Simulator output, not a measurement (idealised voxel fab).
Proc. module: voxel capacitor over wiring
Displayed cross-section: cut, width of 225 nm, square cells sized 5 nm.
Each cross-section below is a grid of square cells, stated as bands in top-down order, with one or more rows of cells making up each band. This entry defines a band. It first specifies the height of the band's top and the height of its bottom in nm, and then specifies the band's materials from left to right, stating each material with its width in nm. The word "edge to edge" identifies a single material that fills the band from edge to edge, while the word "air" identifies empty space. Height 0 is the level under which the wafer as received is all one material. The lowest band goes on downwards, as in "top 0, no bottom". Per-row width for "30 to 40": begins at first number (top row of band), ends at second number (bottom row), increment between rows held constant. For the purposes of this document, the phrase "stayed the same" attached to a step denotes that no cell within the cross-section was modified by that step. In the "Sealed void list" entry, you get each enclosed empty space of 8 cells or more, one with no open way to the top, written width x height at distance, distance from the left edge, in nm. The remark found on a step's line after its settings is issued by the simulator itself and pertains to that step. "overlay nm" answers the question of how far to the right of plan the mask lay on a step that has a mask, and when it is negative the answer is to the left.
### Steps in the process plan
step 1: RECEIVE, material Si
step 2: CONFORMAL_DEP, material SiO2, thk nm 15
step 3: CONFORMAL_DEP, material SiN, thk nm 5
step 4: DIRECTIONAL_DEP, material SiO2, thk nm 25
step 5: PATTERN, tone open, mask id METAL_1, material resist, width nm 30, pitch nm 80, thk nm 15, overlay nm 0
step 6: DIRECTIONAL_ETCH, etch materials SiO2, depth nm 25
step 7: DIRECTIONAL_ETCH, etch materials SiN, depth nm 5
step 8: STRIP, etch materials resist
step 9: CONFORMAL_DEP, material TiN, thk nm 5
step 10: FILL_DEP, material W, thk nm 10
step 11: CMP, height nm 45
step 12: CONFORMAL_DEP, material SiCN, thk nm 5
step 13: DIRECTIONAL_DEP, material lowk, thk nm 15
step 14: PATTERN, tone open, mask id PLUG_1, material resist, width nm 15, thk nm 20, overlay nm 0
step 15: DIRECTIONAL_ETCH, etch materials lowk, depth nm 15
step 16: DIRECTIONAL_ETCH, etch materials SiCN, depth nm 5
step 17: STRIP, etch materials resist
step 18: EPI, material Ru, thk nm 10
step 19: EPI, material Ru, thk nm 10
step 20: DIRECTIONAL_DEP, material TiN, thk nm 10
step 21: DIRECTIONAL_DEP, material HfO2, thk nm 5
step 22: DIRECTIONAL_DEP, material TiN, thk nm 10
step 23: MASKED_ETCH, tone cover, mask id UPPER_PLATE, width nm 55, etch materials TiN, depth nm 10, overlay nm 0
step 24: MASKED_ETCH, tone cover, mask id UPPER_PLATE, width nm 45, etch materials HfO2, depth nm 5, overlay nm 0
step 25: MASKED_ETCH, tone cover, mask id LOWER_PLATE, width nm 65, etch materials TiN, depth nm 10, overlay nm 0
step 26: FILL_DEP, material SiO2, thk nm 20
step 27: CMP, height nm 105
step 28: PATTERN, tone open, mask id PLUG_2, material resist, width nm 15, thk nm 15, overlay nm 0
step 29: DIRECTIONAL_ETCH, etch materials SiO2, depth nm 15
step 30: STRIP, etch materials resist
step 31: CONFORMAL_DEP, material TiN, thk nm 5
step 32: FILL_DEP, material Ru, thk nm 10
step 33: CMP, height nm 105
step 34: CONFORMAL_DEP, material SiN, thk nm 5
All wafers enter the flow in the same state. The width nm at step 24 differs from wafer to wafer, and the plan gives the value for the first wafer.
### Step 1 complete: as-received cross-section of the first of several wafers
* top 0, no bottom | Si edge to edge
* Sealed void list: none
### First of several wafers, sectioned at end of module (last step: step 34)
* top 110, bottom 105 | SiN edge to edge
* top 105, bottom 95 | SiO2 80 / TiN 5 / Ru 5 / TiN 5 / SiO2 130
* top 95, bottom 90 | SiO2 80 / TiN 15 / SiO2 130
* top 90, bottom 80 | SiO2 70 / TiN 55 / SiO2 100
* top 80, bottom 75 | SiO2 70 / HfO2 55 / SiO2 100
* top 75, bottom 65 | SiO2 65 / TiN 65 / SiO2 95
* top 65, bottom 50 | lowk 70 / Ru 15 / lowk 140
* top 50, bottom 45 | SiCN 70 / Ru 15 / SiCN 140
* top 45, bottom 20 | SiO2 55 / TiN 5 / W 20 / TiN 5 / SiO2 50 / TiN 5 / W 20 / TiN 5 / SiO2 60
* top 20, bottom 15 | SiN 55 / TiN 30 / SiN 50 / TiN 30 / SiN 60
* top 15, bottom 0 | SiO2 edge to edge
* top 0, no bottom | Si edge to edge
* Sealed void list: none
### Last wafer, end of module, cross-section
* top 110, bottom 105 | SiN edge to edge
* top 105, bottom 95 | SiO2 80 / TiN 5 / Ru 5 / TiN 5 / SiO2 130
* top 95, bottom 90 | SiO2 80 / TiN 15 / SiO2 130
* top 90, bottom 80 | SiO2 70 / TiN 55 / SiO2 100
* top 80, bottom 75 | SiO2 65 / HfO2 70 / SiO2 90
* top 75, bottom 65 | SiO2 65 / TiN 70 / SiO2 90
* top 65, bottom 50 | lowk 70 / Ru 15 / lowk 140
* top 50, bottom 45 | SiCN 70 / Ru 15 / SiCN 140
* top 45, bottom 20 | SiO2 55 / TiN 5 / W 20 / TiN 5 / SiO2 50 / TiN 5 / W 20 / TiN 5 / SiO2 60
* top 20, bottom 15 | SiN 55 / TiN 30 / SiN 50 / TiN 30 / SiN 60
* top 15, bottom 0 | SiO2 edge to edge
* top 0, no bottom | Si edge to edge
* Sealed void list: none
### Where each wafer stands at the end of the module, a row apiece: cells of each material gained (+) or lost (-) since it was received, then closed voids
width nm 45; +11 HfO2; +14 Ru; +42 SiCN; +78 SiN; +592 SiO2; +87 TiN; +40 W; +126 lowk; Sealed void list: none
width nm 50; +11 HfO2; +14 Ru; +42 SiCN; +78 SiN; +592 SiO2; +87 TiN; +40 W; +126 lowk; Sealed void list: none
width nm 55; +11 HfO2; +14 Ru; +42 SiCN; +78 SiN; +592 SiO2; +87 TiN; +40 W; +126 lowk; Sealed void list: none
width nm 60; +12 HfO2; +14 Ru; +42 SiCN; +78 SiN; +591 SiO2; +87 TiN; +40 W; +126 lowk; Sealed void list: none
width nm 65; +13 HfO2; +14 Ru; +42 SiCN; +78 SiN; +590 SiO2; +87 TiN; +40 W; +126 lowk; Sealed void list: none
width nm 70; +14 HfO2; +14 Ru; +42 SiCN; +78 SiN; +587 SiO2; +89 TiN; +40 W; +126 lowk; Sealed void list: none
